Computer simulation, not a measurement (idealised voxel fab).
The name of this process module is voxel double patterning.
For reference, the cross-section in this document is cut, with width 220 nm and square cells of 5 nm.
When this document writes out a cross-section, it uses a grid of square cells and lists it as bands, beginning at the top and moving down, with a band standing for one or more rows of cells.
First you get the band's top height and its bottom height, in nm, and then the materials it's made of, left to right, with each width in nm. If you see a single material with "edge to edge", that one covers the band edge to edge. "air" is empty space.
The level at which height equals 0 is the one under which the wafer, as it arrives, is entirely one material. No lower edge exists for the bottom band, which continues downward and is notated as in "0 -> down".
Think of "30->40" as a width that walks from the first number to the second as you go down the band, top row to bottom row, taking equal-sized steps from row to row.
Where a step carries "nothing altered", the cross-section came out of it unchanged, cell for cell.
What "Closed void table" gives you is every empty space of 8 cells or more that is cut off from the top. Each appears as width x height at distance, with the distance taken from the left edge and width, height and distance all in nm.
Step line, after settings: the simulator's comment on this step.
You can add "overlay nm" to a step's line. For a step with a mask, it describes how far the mask lay to the right of its planned position, and a negative number describes a lay to the left.

List of planned process steps
| 1 | RECEIVE,material Si |
| 2 | CONFORMAL_DEP,material SiO2,thk nm 10 |
| 3 | DIRECTIONAL_DEP,material TiN,thk nm 20 |
| 4 | DIRECTIONAL_DEP,material SiCN,thk nm 5 |
| 5 | MASKED_ETCH,tone open,mask id FIRST,width nm 15,pitch nm 50,etch materials SiCN,depth nm 5,overlay nm 0 |
| 6 | DIRECTIONAL_DEP,material aC,thk nm 15 |
| 7 | PATTERN,tone open,mask id SECOND,material resist,width nm 15,pitch nm 50,thk nm 35,overlay nm 0 |
| 8 | DIRECTIONAL_ETCH,etch materials aC,depth nm 15 |
| 9 | STRIP,etch materials resist |
| 10 | DIRECTIONAL_ETCH,etch materials SiCN,depth nm 5 |
| 11 | STRIP,etch materials aC |
| 12 | DIRECTIONAL_ETCH,etch materials TiN,depth nm 20 |
| 13 | STRIP,etch materials SiCN |

As received (post step 1): cross-section
- 0 -> down  Si edge to edge
- Closed void table: none

Post-module cross-section of the first of two wafers (run per plan)
- 30 -> 10  TiN (50), then air (15), then TiN (10), then air (15), then TiN (10), then air (15), then TiN (10), then air (15), then TiN (10), then air (15), then TiN (55)
- 10 -> 0  SiO2 edge to edge
- 0 -> down  Si edge to edge
- Closed void table: none

This cross-section belongs to the second wafer of two at the end of the module; the start and the plan were shared with the first, and the run included one mistake
- 30 -> 10  TiN (50), then air (15), then TiN (10), then air (15), then TiN (10), then air (15), then TiN (10), then air (15), then TiN (10), then air (15), then TiN (55)
- 10 -> 0  TiN edge to edge
- 0 -> down  Si edge to edge
- Closed void table: none
Which mistake was made when the wafer was run? heads up, step 2 didn't go per plan, it actually ran as CONFORMAL_DEP,material TiN,thk nm 10
Cell-count delta at end, second wafer over first, by material: -88 SiO2; +88 TiN
